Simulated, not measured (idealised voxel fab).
The process module that follows is named voxel ribs on slabs.
Pictured: cross-section cut, 200 nm wide, on a grid of 5 nm square cells.
Format of a cross-section: grid, square cells. Given as bands. Order: top down. Band: one or more rows of cells. Band: top and bottom heights (nm) first, top before bottom; then materials from left to right, widths in nm. "edge to edge" marks a sole material filling the band edge to edge. "empty" denotes empty space. Heights are expressed relative to 0, this being the level below which the as-received wafer comprises one material exclusively. The lowest band is unbounded in the downward direction and is denoted as in "0 down". The two numbers in a width such as "30..40" mark its ends across the band: the first belongs to the top row of cells, the second to the bottom row, and from each row to the next the width moves by the same amount. Basically "stayed the same" means that step didn't change any cell in the cross-section. Heads up: "Sealed cavities" only lists the empty pockets with no open path to the top that are 8 cells or more, and it writes them as width x height at distance, distance from the left edge, in nm. It should be noted that, on the line of a given step, the content following the step's settings is a remark produced by the simulator itself with respect to that step. A step line may carry the setting "overlay nm", which, for steps involving a mask, states the distance by which the mask lay to the right of its intended position; negative values denote displacement to the left.
Steps planned for the process:
1 RECEIVE: material Si
2 DIRECTIONAL_DEP: material SiO2, thk nm 25
3 DIRECTIONAL_DEP: material polySi, thk nm 20
4 PATTERN: tone cover, mask id RIB, material resist, width nm 15, thk nm 15, overlay nm 0
5 DIRECTIONAL_ETCH: etch materials polySi, depth nm 15
6 STRIP: etch materials resist
7 PATTERN: tone cover, mask id SLAB, material resist, width nm 45, thk nm 20, overlay nm 0
8 DIRECTIONAL_ETCH: etch materials polySi, depth nm 10
9 STRIP: etch materials resist
10 FILL_DEP: material SiO2, thk nm 25
11 CMP: height nm 70
12 DIRECTIONAL_DEP: material W, thk nm 5
13 DIRECTIONAL_DEP: material aC, thk nm 10
14 PATTERN: tone cover, mask id HEATER, material resist, width nm 25, thk nm 25, overlay nm 0
15 DIRECTIONAL_ETCH: etch materials aC, depth nm 10
16 STRIP: etch materials resist
17 DIRECTIONAL_ETCH: etch materials W, depth nm 5
18 STRIP: etch materials aC
19 CONFORMAL_DEP: material SiN, thk nm 5
Variable across wafers: step 3 thk nm (plan value is that of the first wafer; starting state common to all).
Cross-section of the first of several received wafers, showing its state after step 1:
- 0 down = Si edge to edge
- Sealed cavities: none
So in this table every wafer gets its own row, and what you see is where it stands at the end of the module: for each material, how many cells it picked up (+) or gave up (-) since we received it, and after that its closed voids:
thk nm 20 | +42 SiN | +542 SiO2 | +5 W | +18 polySi | Sealed cavities: none
thk nm 25 | +42 SiN | +533 SiO2 | +5 W | +27 polySi | Sealed cavities: none
thk nm 30 | +42 SiN | +493 SiO2 | +5 W | +67 polySi | Sealed cavities: none
thk nm 35 | +42 SiN | +453 SiO2 | +5 W | +107 polySi | Sealed cavities: none
thk nm 40 | +42 SiN | +413 SiO2 | +5 W | +147 polySi | Sealed cavities: none
